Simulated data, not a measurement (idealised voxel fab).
The process module that follows is named voxel released beams.
This is section cut - it's 260 nm across, gridded in 5 nm square cells.
If you're reading a cross-section in this doc, picture square cells in a grid; it comes to you as bands, top ones listed first down to the bottom, and a band can be one or more rows of cells.
First you get the band's top height and its bottom height, in nm, and then the materials it's made of, left to right, with each width in nm. If you see a single material with "throughout", that one covers the band edge to edge. "empty" is empty space.
Zero point of the height axis is 0; under it, received wafer = one material. Lowest band: continues down indefinitely, "0 -> down".
Width "30..40": first value at the band's top row of cells, second value at its bottom row, equal change from row to row.
Where the words "no change occurred" appear for a step, the cross-section shows no cell changed by that step; every cell remained as before.
"Sealed internal cavities": sealed empty spaces, 8 cells or more, no open way to top, listed width x height at distance, with distance from the left edge and width, height and distance in nm.
Post-settings text on a step line: simulator's own remark regarding the step.
The optional step-line setting "overlay nm" applies to steps with a mask and quantifies how far to the right of its planned location the mask lay, a negative value indicating leftward placement.

## Here's what the planned process steps look like
1: RECEIVE with material Si
2: CONFORMAL_DEP with material SiN, thk nm 5
3: DIRECTIONAL_DEP with material SiO2, thk nm 20
4: DIRECTIONAL_DEP with material aC, thk nm 15
5: PATTERN with tone open, mask id ANCHOR, material resist, width nm 25, thk nm 35, overlay nm 0
6: DIRECTIONAL_ETCH with etch materials aC, depth nm 15
7: STRIP with etch materials resist
8: DIRECTIONAL_ETCH with etch materials SiO2, depth nm 20
9: STRIP with etch materials aC
10: CONFORMAL_DEP with material TiN, thk nm 10
11: MASKED_ETCH with tone cover, mask id BEAM, width nm 100, etch materials TiN, depth nm 10, overlay nm 0
12: STRIP with etch materials SiO2

## Cross-section of the incoming wafer, state after step 1
0 -> down: Si throughout
Sealed internal cavities: none

## Look at the cross-section after the module: the wafer started out the way shown above and the plan was the one shown above, yet one mistake was made along the way
50 -> 40: empty 75, TiN 100, empty 85
40 -> 25: SiN throughout
25 -> 5: SiO2 throughout
5 -> 0: SiN throughout
0 -> down: Si throughout
Sealed internal cavities: none
Heads up, the wafer didn't run the way we planned it: step 4 was processed under conditions differing from the plan, specifically as DIRECTIONAL_DEP with material SiN, thk nm 15
